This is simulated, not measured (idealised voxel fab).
The following process module bears the name voxel local oxidation.
For reference, the cross-section in this document is cut, with width 270 nm and square cells of 5 nm.
Each cross-section below is a grid of square cells, stated as bands in top-down order, with one or more rows of cells making up each band. For a band, the entry starts with two heights in nm, that of the top and then that of the bottom, and carries on with the band's materials in order from left to right, each alongside its width in nm; the word "everywhere" beside a single material means it fills the band edge to edge, and "air" means empty space. All heights in this document are referenced to 0, defined as the level beneath which the wafer, as received, consists entirely of one material. The lowest band is not bounded below; it extends indefinitely downward and is written in the form "z 0 and below". So if you see something like "30..40" for the width, read it as the top row of the band sitting at the first number and the bottom row at the second, with every row in between moving by the same amount as the last. What does "everything unchanged" mean for a step? It means no cell of the cross-section changed in that step. Basically, "Enclosed internal cavities" tells you about the enclosed voids: empty spaces with no open way to the top, 8 cells or bigger, each written width x height at distance, where distance is from the left edge, all in nm. The remark found on a step's line after its settings is issued by the simulator itself and pertains to that step. You can add "overlay nm" to a step's line. For a step with a mask, it describes how far the mask lay to the right of its planned position, and a negative number describes a lay to the left.

THE PROCESS STEPS THAT WERE PLANNED ARE LISTED BELOW
1) RECEIVE | material Si
2) CONFORMAL_DEP | material SiO2 | thk nm 5
3) CONFORMAL_DEP | material SiN | thk nm 15
4) PATTERN | tone cover | mask id ACTIVE | material resist | width nm 100 | thk nm 20 | overlay nm 0
5) DIRECTIONAL_ETCH | etch materials SiN | depth nm 15
6) STRIP | etch materials resist
7) SELECTIVE_ETCH | etch materials SiO2 | depth nm 5
8) OXIDIZE | depth nm 10
9) STRIP | etch materials SiN

CROSS-SECTION OF THE WAFER AS IT CAME TO US, I.E., ALREADY THROUGH STEP 1
> z 0 and below | Si everywhere
> Enclosed internal cavities: none

POST-MODULE CROSS-SECTION OF THE FIRST OF TWO WAFERS (RUN PER PLAN)
> z 5 to 0 | air 90 nm | SiO2 90 nm | air 90 nm
> z 0 to -10 | SiO2 100 nm | Si 70 nm | SiO2 100 nm
> z -10 and below | Si everywhere
> Enclosed internal cavities: none

HERE IS THE SECOND OF THE TWO WAFERS CUT OPEN AT THE END OF THE MODULE - SAME START, SAME PLAN AS THE FIRST ONE, BUT WE MADE ONE MISTAKE RUNNING IT
> z 5 to 0 | SiO2 80 nm | air 110 nm | SiO2 80 nm
> z 0 to -10 | Si 70 nm | SiO2 130 nm | Si 70 nm
> z -10 and below | Si everywhere
> Enclosed internal cavities: none
What was done differently from what was planned? rather than as planned, step 4 actually ran as PATTERN | tone open | mask id ACTIVE | material resist | width nm 100 | thk nm 20 | overlay nm 0
Heads up, by the end the second wafer has more or fewer cells of some materials compared to the first: Si +28 | SiO2 -14
